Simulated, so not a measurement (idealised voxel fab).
Process module heading - voxel fin reveal
Each square cell in cross-section cut measures 5 nm, and the section as a whole is 250 nm wide.
In what follows, cross-sections appear as grids of square cells, described through bands that run from the top down, where every band is one or more rows of cells.
Read a band's entry like this: the first values are the height of its top and the height of its bottom in nm, and what follows is the sequence of materials from left to right, each with its width in nm. Note that "blank" is empty space, and that a single material marked "all across" reaches across the band from edge to edge.
It should be noted that heights are counted from 0, beneath which the wafer as supplied is of one material throughout, and that the lowest band possesses no lower boundary but continues downward, as written in "0..down".
The width entry "30 to 40" should be interpreted row by row: the top row of cells in the band takes the first number, the bottom row takes the second number, and the change between adjacent rows is uniform throughout.
You'll sometimes find "no alteration" written for a step, and that's the way of saying that nowhere in the cross-section did a cell change during that step.
You'll see "Trapped voids" listing empty spaces that have no way open to the top, as long as they're 8 cells or more; the notation is width x height at distance, where the distance is from the left edge, and all of it is in nm.
Formally, on a step line, whatever follows the settings is a remark that the simulator itself makes on the step.
"overlay nm", when on a step's line for a step with a mask, measures how far to the right of its planned place the mask lay; a negative measure means to the left.
-- Here's what the planned process steps look like
1,op RECEIVE | material Si
2,op CONFORMAL_DEP | material SiN | thk nm 5
3,op DIRECTIONAL_DEP | material aC | thk nm 15
4,op PATTERN | tone cover | mask id FINS | material resist | width nm 15 | pitch nm 35 | thk nm 35 | overlay nm 0
5,op DIRECTIONAL_ETCH | etch materials aC | depth nm 15
6,op STRIP | etch materials resist
7,op DIRECTIONAL_ETCH | etch materials SiN | depth nm 5
8,op DIRECTIONAL_ETCH | etch materials Si | depth nm 30
9,op STRIP | etch materials aC
10,op OXIDIZE | depth nm 5
11,op FILL_DEP | material SiO2 | thk nm 15
12,op CMP | height nm 5
13,op SELECTIVE_ETCH | etch materials SiO2 | depth nm 15
14,op STRIP | etch materials SiN
-- The first wafer of two, processed as planned
-- Incoming wafer in cross-section (state: after step 1)
  0..down = Si all across
  Trapped voids: none
-- So this is the wafer cross-section right after step 2
  5..0 = SiN all across
  No changes below 0.
-- So this is the wafer cross-section right after step 3
  20..5 = aC all across
  No changes below 5.
-- So this is the wafer cross-section right after step 4
  55..20 = blank (65); resist (15); blank (20); resist (15); blank (20); resist (15); blank (20); resist (15); blank (65)
  No changes below 20.
-- So this is the wafer cross-section right after step 5
  40..20 = blank (65); resist (15); blank (20); resist (15); blank (20); resist (15); blank (20); resist (15); blank (65)
  20..5 = blank (65); aC (15); blank (20); aC (15); blank (20); aC (15); blank (20); aC (15); blank (65)
  No changes below 5.
-- So this is the wafer cross-section right after step 6
  20..5 = blank (65); aC (15); blank (20); aC (15); blank (20); aC (15); blank (20); aC (15); blank (65)
  No changes below 5.
-- So this is the wafer cross-section right after step 7
  20..5 = blank (65); aC (15); blank (20); aC (15); blank (20); aC (15); blank (20); aC (15); blank (65)
  5..0 = blank (65); SiN (15); blank (20); SiN (15); blank (20); SiN (15); blank (20); SiN (15); blank (65)
  No changes below 0.
-- So this is the wafer cross-section right after step 8
  20..5 = blank (65); aC (15); blank (20); aC (15); blank (20); aC (15); blank (20); aC (15); blank (65)
  5..0 = blank (65); SiN (15); blank (20); SiN (15); blank (20); SiN (15); blank (20); SiN (15); blank (65)
  0..-30 = blank (65); Si (15); blank (20); Si (15); blank (20); Si (15); blank (20); Si (15); blank (65)
  No changes below -30.
-- So this is the wafer cross-section right after step 9
  5..0 = blank (65); SiN (15); blank (20); SiN (15); blank (20); SiN (15); blank (20); SiN (15); blank (65)
  No changes below 0.
-- So this is the wafer cross-section right after step 10
  5..0 = blank (65); SiN (15); blank (20); SiN (15); blank (20); SiN (15); blank (20); SiN (15); blank (65)
  0..-30 = blank (65); SiO2 (5); Si (5); SiO2 (5); blank (20); SiO2 (5); Si (5); SiO2 (5); blank (20); SiO2 (5); Si (5); SiO2 (5); blank (20); SiO2 (5); Si (5); SiO2 (5); blank (65)
  -30..-35 = SiO2 (70); Si (5); SiO2 (30); Si (5); SiO2 (30); Si (5); SiO2 (30); Si (5); SiO2 (70)
  No changes below -35.
-- So this is the wafer cross-section right after step 11
  20..5 = SiO2 all across
  5..0 = SiO2 (65); SiN (15); SiO2 (20); SiN (15); SiO2 (20); SiN (15); SiO2 (20); SiN (15); SiO2 (65)
  0..-35 = SiO2 (70); Si (5); SiO2 (30); Si (5); SiO2 (30); Si (5); SiO2 (30); Si (5); SiO2 (70)
  No changes below -35.
-- So this is the wafer cross-section right after step 12
  5..0 = SiO2 (65); SiN (15); SiO2 (20); SiN (15); SiO2 (20); SiN (15); SiO2 (20); SiN (15); SiO2 (65)
  No changes below 0.
-- So this is the wafer cross-section right after step 13
  5..0 = blank (65); SiN (15); blank (20); SiN (15); blank (20); SiN (15); blank (20); SiN (15); blank (65)
  0..-10 = blank (70); Si (5); blank (30); Si (5); blank (30); Si (5); blank (30); Si (5); blank (70)
  No changes below -10.
-- So this is the wafer cross-section right after step 14
  0..-10 = blank (70); Si (5); blank (30); Si (5); blank (30); Si (5); blank (30); Si (5); blank (70)
  No changes below -10.
-- Second wafer, same starting state and plan as the first, one mistake in the run, identical through step 10
-- Cross-section, second wafer, at the end time the plan gives for step 11
  20..0 = SiN all across
  0..-30 = SiN (65); SiO2 (5); Si (5); SiO2 (5); SiN (20); SiO2 (5); Si (5); SiO2 (5); SiN (20); SiO2 (5); Si (5); SiO2 (5); SiN (20); SiO2 (5); Si (5); SiO2 (5); SiN (65)
  No changes below -30.
-- Cross-section, second wafer, at the end time the plan gives for step 12
  5..0 = SiN all across
  No changes below 0.
Cross-section, second wafer, at the end time the plan gives for step 13: no alteration
-- Cross-section, second wafer, at the end time the plan gives for step 14
  0..-30 = blank (65); SiO2 (5); Si (5); SiO2 (5); blank (20); SiO2 (5); Si (5); SiO2 (5); blank (20); SiO2 (5); Si (5); SiO2 (5); blank (20); SiO2 (5); Si (5); SiO2 (5); blank (65)
  No changes below -30.
The plan and the run diverged here: step 11 changed vs plan, executed as op FILL_DEP | material SiN | thk nm 15
Final tally in cells, some materials are higher or lower on the second wafer than on the first: -136 SiO2
